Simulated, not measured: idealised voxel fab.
Proc. module: voxel gate over fins
Pictured: cross-section cut, 155 nm wide, on a grid of 5 nm square cells.
How to read a cross-section here: the picture is a grid of square cells, written as bands going from the top down, and any band can span one or more rows of cells. Quick guide to a band line: top height, bottom height (nm) up front; then every material left to right with its width in nm. Only one material and it's marked "all across"? Then it fills the band edge to edge. And "blank" just means empty space. Beneath 0, the wafer as received is one material, and that level is where height counting begins. The lowest band goes on downward without a bottom; it is written like "0 down". Per-row width for "30..40": begins at first number (top row of band), ends at second number (bottom row), increment between rows held constant. Given "no alterations made" for a step, no cell of the cross-section differs between before and after that step. For the entry "Enclosed empty spaces", the listed items are empty spaces with no open way to the top whose size is 8 cells or more; each item follows the pattern width x height at distance, where distance is from the left edge and all three are in nm. Past the settings on a step's line: simulator remark, on that step. overlay nm: right-of-plan distance of the mask on a masked step; negative values mean left-of-plan.

Below is the list of planned process steps
- 1: RECEIVE, material Si
- 2: CONFORMAL_DEP, material SiN, thk nm 10
- 3: PATTERN, tone cover, mask id FINS, material resist, width nm 15, pitch nm 55, thk nm 15, overlay nm 0
- 4: DIRECTIONAL_ETCH, etch materials SiN, depth nm 10
- 5: DIRECTIONAL_ETCH, etch materials Si, depth nm 30
- 6: STRIP, etch materials resist
- 7: FILL_DEP, material SiO2, thk nm 15
- 8: CMP, height nm 10
- 9: DIRECTIONAL_DEP, material aC, thk nm 15
- 10: PATTERN, tone open, mask id RAIL, material resist, width nm 15, thk nm 30, overlay nm 0
- 11: DIRECTIONAL_ETCH, etch materials aC, depth nm 15
- 12: STRIP, etch materials resist
- 13: DIRECTIONAL_ETCH, etch materials SiO2, depth nm 35
- 14: STRIP, etch materials aC
- 15: CONFORMAL_DEP, material TiN, thk nm 5
- 16: FILL_DEP, material Ru, thk nm 5
- 17: CMP, height nm 10
- 18: SELECTIVE_ETCH, etch materials W Ru TiN, depth nm 30
- 19: FILL_DEP, material SiO2, thk nm 5
- 20: CMP, height nm 10
- 21: SELECTIVE_ETCH, etch materials SiO2, depth nm 20
- 22: STRIP, etch materials SiN
- 23: CONFORMAL_DEP, material HfO2, thk nm 5
- 24: CONFORMAL_DEP, material TiN, thk nm 5
- 25: FILL_DEP, material W, thk nm 15
- 26: CMP, height nm 20
- 27: CONFORMAL_DEP, material SiN, thk nm 10
Variable across wafers: step 10 width nm (plan value is that of the first wafer; starting state common to all).

So this is the first of several wafers, cross-sectioned as it came to us, meaning it's at the end of step 1
> 0 down  Si all across
> Enclosed empty spaces: none

Module finished, last step 27 done: cross-section of the first of several wafers
> 30 to 20  SiN all across
> 20 to 10  W all across
> 10 to 5  W=5, then TiN=35, then W=20, then TiN=35, then W=20, then TiN=35, then W=5
> 5 to 0  W=5, then TiN=5, then HfO2=25, then TiN=5, then W=20, then TiN=5, then HfO2=25, then TiN=5, then W=20, then TiN=5, then HfO2=25, then TiN=5, then W=5
> 0 to -5  TiN=10, then HfO2=5, then Si=15, then HfO2=5, then TiN=30, then HfO2=5, then Si=15, then HfO2=5, then TiN=30, then HfO2=5, then Si=15, then HfO2=5, then TiN=10
> -5 to -10  HfO2=15, then Si=15, then HfO2=40, then Si=15, then HfO2=40, then Si=15, then HfO2=15
> -10 to -20  SiO2=15, then Si=15, then SiO2=40, then Si=15, then SiO2=40, then Si=15, then SiO2=15
> -20 to -25  SiO2=15, then Si=15, then SiO2=10, then TiN=15, then SiO2=15, then Si=15, then SiO2=40, then Si=15, then SiO2=15
> -25 to -30  SiO2=15, then Si=15, then SiO2=40, then Si=15, then SiO2=40, then Si=15, then SiO2=15
> -30 down  Si all across
> Enclosed empty spaces: none

End of module: cross-section, last of several wafers
> 30 to 20  SiN all across
> 20 to 10  W all across
> 10 to 5  W=5, then TiN=35, then W=20, then TiN=35, then W=20, then TiN=35, then W=5
> 5 to 0  W=5, then TiN=5, then HfO2=25, then TiN=5, then W=20, then TiN=5, then HfO2=25, then TiN=5, then W=20, then TiN=5, then HfO2=25, then TiN=5, then W=5
> 0 to -5  TiN=10, then HfO2=5, then Si=15, then HfO2=5, then TiN=30, then HfO2=5, then Si=15, then HfO2=5, then TiN=30, then HfO2=5, then Si=15, then HfO2=5, then TiN=10
> -5 to -10  HfO2=15, then Si=15, then HfO2=40, then Si=15, then HfO2=40, then Si=15, then HfO2=15
> -10 to -20  SiO2=15, then Si=15, then SiO2=40, then Si=15, then SiO2=40, then Si=15, then SiO2=15
> -20 to -25  SiO2=15, then Si=15, then SiO2=5, then TiN=30, then SiO2=5, then Si=15, then SiO2=40, then Si=15, then SiO2=15
> -25 to -30  SiO2=15, then Si=15, then SiO2=40, then Si=15, then SiO2=40, then Si=15, then SiO2=15
> -30 down  Si all across
> Enclosed empty spaces: none

Per wafer (row), end of module: delta in cells per material since receipt, (+) for gained, (-) for lost; closed voids after that
width nm 15, +43 HfO2, -132 Si, +62 SiN, +85 SiO2, +46 TiN, +82 W, Enclosed empty spaces: none
width nm 20, +43 HfO2, -132 Si, +62 SiN, +84 SiO2, +47 TiN, +82 W, Enclosed empty spaces: none
width nm 25, +43 HfO2, -132 Si, +62 SiN, +83 SiO2, +48 TiN, +82 W, Enclosed empty spaces: none
width nm 30, +43 HfO2, -132 Si, +62 SiN, +82 SiO2, +49 TiN, +82 W, Enclosed empty spaces: none
